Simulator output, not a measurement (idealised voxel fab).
The following is a process module called voxel wiring stack.
cross-section cut | 210 nm wide | cells 5 nm
When this document writes out a cross-section, it uses a grid of square cells and lists it as bands, beginning at the top and moving down, with a band standing for one or more rows of cells. Top, bottom (nm), then materials left to right with widths (nm); lone material tagged "throughout" fills the whole band edge to edge; "blank" = empty space. All heights in this document are referenced to 0, defined as the level beneath which the wafer, as received, consists entirely of one material. The lowest band is not bounded below; it extends indefinitely downward and is written in the form "0 down". Graded width ("30..40"): value in top row of band = first number; value in bottom row = second number; row-to-row change constant. "no modification" -> step changed no cross-section cell. Look at "closed voids" for the closed voids: empty spaces with no open path to the top, sized 8 cells or up. Each is width x height at distance, distance from the left edge, all nm. Where a step's line continues beyond its settings, the continuation is a remark by the simulator itself on that step. overlay nm: on a step with a mask, how far right of its planned place the mask lay; negative means left.

Set out below are the planned steps of the process:
1. op RECEIVE | material Si
2. op CONFORMAL_DEP | material SiO2 | thk nm 10
3. op DIRECTIONAL_DEP | material TiN | thk nm 5
4. op DIRECTIONAL_DEP | material W | thk nm 25
5. op PATTERN | tone cover | mask id METAL_1 | material resist | width nm 30 | pitch nm 55 | thk nm 15 | overlay nm 0
6. op DIRECTIONAL_ETCH | etch materials W | depth nm 25
7. op DIRECTIONAL_ETCH | etch materials TiN | depth nm 5
8. op STRIP | etch materials resist
9. op FILL_DEP | material lowk | thk nm 5
10. op CMP | height nm 40
11. op CONFORMAL_DEP | material SiCN | thk nm 5
12. op DIRECTIONAL_DEP | material lowk | thk nm 10
13. op DIRECTIONAL_DEP | material aC | thk nm 15
14. op PATTERN | tone open | mask id PLUG_1 | material resist | width nm 15 | pitch nm 55 | thk nm 30 | overlay nm 0
15. op DIRECTIONAL_ETCH | etch materials aC | depth nm 15
16. op STRIP | etch materials resist
17. op DIRECTIONAL_ETCH | etch materials lowk | depth nm 10
18. op DIRECTIONAL_ETCH | etch materials SiCN | depth nm 5
19. op STRIP | etch materials aC
20. op EPI | material Ru | thk nm 10
21. op EPI | material Ru | thk nm 5
22. op CONFORMAL_DEP | material SiCN | thk nm 5
23. op DIRECTIONAL_DEP | material SiO2 | thk nm 25
24. op DIRECTIONAL_DEP | material aC | thk nm 10
25. op PATTERN | tone open | mask id METAL_2 | material resist | width nm 30 | pitch nm 55 | thk nm 25 | overlay nm 0
26. op DIRECTIONAL_ETCH | etch materials aC | depth nm 10
27. op STRIP | etch materials resist
28. op DIRECTIONAL_ETCH | etch materials SiO2 | depth nm 25
29. op DIRECTIONAL_ETCH | etch materials SiCN | depth nm 5
30. op STRIP | etch materials aC
31. op CONFORMAL_DEP | material TiN | thk nm 5
32. op FILL_DEP | material W | thk nm 5
33. op CMP | height nm 85
34. op CONFORMAL_DEP | material SiN | thk nm 5

As-received wafer cross-section (after step 1):
> 0 down  Si throughout
> closed voids: none

Final wafer profile in cross-section after the module, from the same start and plan as above, with one mistake made during processing:
> 90 to 85  SiN throughout
> 85 to 70  SiO2 35 nm, then TiN 5 nm, then W 20 nm, then TiN 5 nm, then SiO2 25 nm, then TiN 5 nm, then W 20 nm, then TiN 5 nm, then SiO2 25 nm, then TiN 5 nm, then W 20 nm, then TiN 5 nm, then SiO2 35 nm
> 70 to 65  SiO2 20 nm, then SiCN 15 nm, then TiN 30 nm, then SiO2 10 nm, then SiCN 15 nm, then TiN 30 nm, then SiO2 10 nm, then SiCN 15 nm, then TiN 30 nm, then SiO2 35 nm
> 65 to 60  SiO2 20 nm, then SiCN 5 nm, then Ru 35 nm, then SiCN 5 nm, then SiO2 10 nm, then SiCN 5 nm, then Ru 35 nm, then SiCN 5 nm, then SiO2 10 nm, then SiCN 5 nm, then Ru 35 nm, then SiCN 5 nm, then SiO2 35 nm
> 60 to 55  SiCN 25 nm, then Ru 35 nm, then SiCN 20 nm, then Ru 35 nm, then SiCN 20 nm, then Ru 35 nm, then SiCN 40 nm
> 55 to 45  lowk 35 nm, then Ru 15 nm, then lowk 40 nm, then Ru 15 nm, then lowk 40 nm, then Ru 15 nm, then lowk 50 nm
> 45 to 40  SiCN 35 nm, then Ru 15 nm, then SiCN 40 nm, then Ru 15 nm, then SiCN 40 nm, then Ru 15 nm, then SiCN 50 nm
> 40 to 15  lowk 35 nm, then W 30 nm, then lowk 25 nm, then W 30 nm, then lowk 25 nm, then W 30 nm, then lowk 35 nm
> 15 to 10  lowk 35 nm, then TiN 30 nm, then lowk 25 nm, then TiN 30 nm, then lowk 25 nm, then TiN 30 nm, then lowk 35 nm
> 10 to 0  SiO2 throughout
> 0 down  Si throughout
> closed voids: none
Short version of what went wrong: step 20 of the plan was performed twice
